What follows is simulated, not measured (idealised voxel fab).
Proc. module: voxel double patterning
Square cell edge 5 nm, section width 160 nm, ID cut.
Cross-sections here: square-cell grids, written as top-down lists of bands, a band being one or more rows of cells.
Band entry format. Leading values: height of top, height of bottom, nm. Remainder: materials in left-to-right order, each with its width in nm. Special words: "throughout" on a single material, which then fills the band edge to edge; "blank", empty space.
Height datum 0, below which the as-received substrate wafer is one material. Lowest band open at the bottom, running downward: "0 down".
Per-row width for "30 to 40": begins at first number (top row of band), ends at second number (bottom row), increment between rows held constant.
Key: "no change" - step with no changed cell in the cross-section.
For the entry "Closed internal voids", the listed items are empty spaces with no open way to the top whose size is 8 cells or more; each item follows the pattern width x height at distance, where distance is from the left edge and all three are in nm.
Formally, on a step line, whatever follows the settings is a remark that the simulator itself makes on the step.
Steps that use a mask can have "overlay nm" on their line. It says how far the mask sat to the right of where it was meant to be. Negative means to the left.
[Process steps (planned)]
1. op RECEIVE | material Si
2. op CONFORMAL_DEP | material SiO2 | thk nm 10
3. op DIRECTIONAL_DEP | material W | thk nm 10
4. op DIRECTIONAL_DEP | material SiCN | thk nm 5
5. op DIRECTIONAL_DEP | material aC | thk nm 15
6. op PATTERN | tone open | mask id FIRST | material resist | width nm 15 | pitch nm 50 | thk nm 30 | overlay nm 0
7. op DIRECTIONAL_ETCH | etch materials aC | depth nm 15
8. op STRIP | etch materials resist
9. op DIRECTIONAL_ETCH | etch materials SiCN | depth nm 5
10. op STRIP | etch materials aC
11. op DIRECTIONAL_DEP | material aC | thk nm 10
12. op PATTERN | tone open | mask id SECOND | material resist | width nm 15 | pitch nm 50 | thk nm 30 | overlay nm 0
13. op DIRECTIONAL_ETCH | etch materials aC | depth nm 10
14. op STRIP | etch materials resist
15. op DIRECTIONAL_ETCH | etch materials SiCN | depth nm 5
16. op STRIP | etch materials aC
17. op DIRECTIONAL_ETCH | etch materials W | depth nm 10
18. op STRIP | etch materials SiCN
The wafers in this document start out alike and differ in the width nm applied at step 12; the plan shows the value used for the first wafer.
[As-received state after step 1, first of several wafers, cross-section]
	0 down | Si throughout
	Closed internal voids: none
[Quick look at the cross-section of the first of several wafers after step 18, which wraps up the module]
	20 to 10 | W 20 | blank 15 | W 10 | blank 15 | W 10 | blank 15 | W 10 | blank 15 | W 10 | blank 15 | W 25
	10 to 0 | SiO2 throughout
	0 down | Si throughout
	Closed internal voids: none
[Cross-sectional depiction of the last of several wafers upon completion of the module]
	20 to 10 | W 20 | blank 15 | W 5 | blank 45 | W 5 | blank 45 | W 25
	10 to 0 | SiO2 throughout
	0 down | Si throughout
	Closed internal voids: none
[Below is a per-wafer table. In it, each row describes the wafer at the end of the module by giving, for each material, the number of cells gained (+) or lost (-) since the wafer was received, and after that the closed voids of the wafer]
width nm 15; +64 SiO2; +34 W; Closed internal voids: none
width nm 20; +64 SiO2; +30 W; Closed internal voids: none
width nm 25; +64 SiO2; +26 W; Closed internal voids: none
width nm 30; +64 SiO2; +22 W; Closed internal voids: none
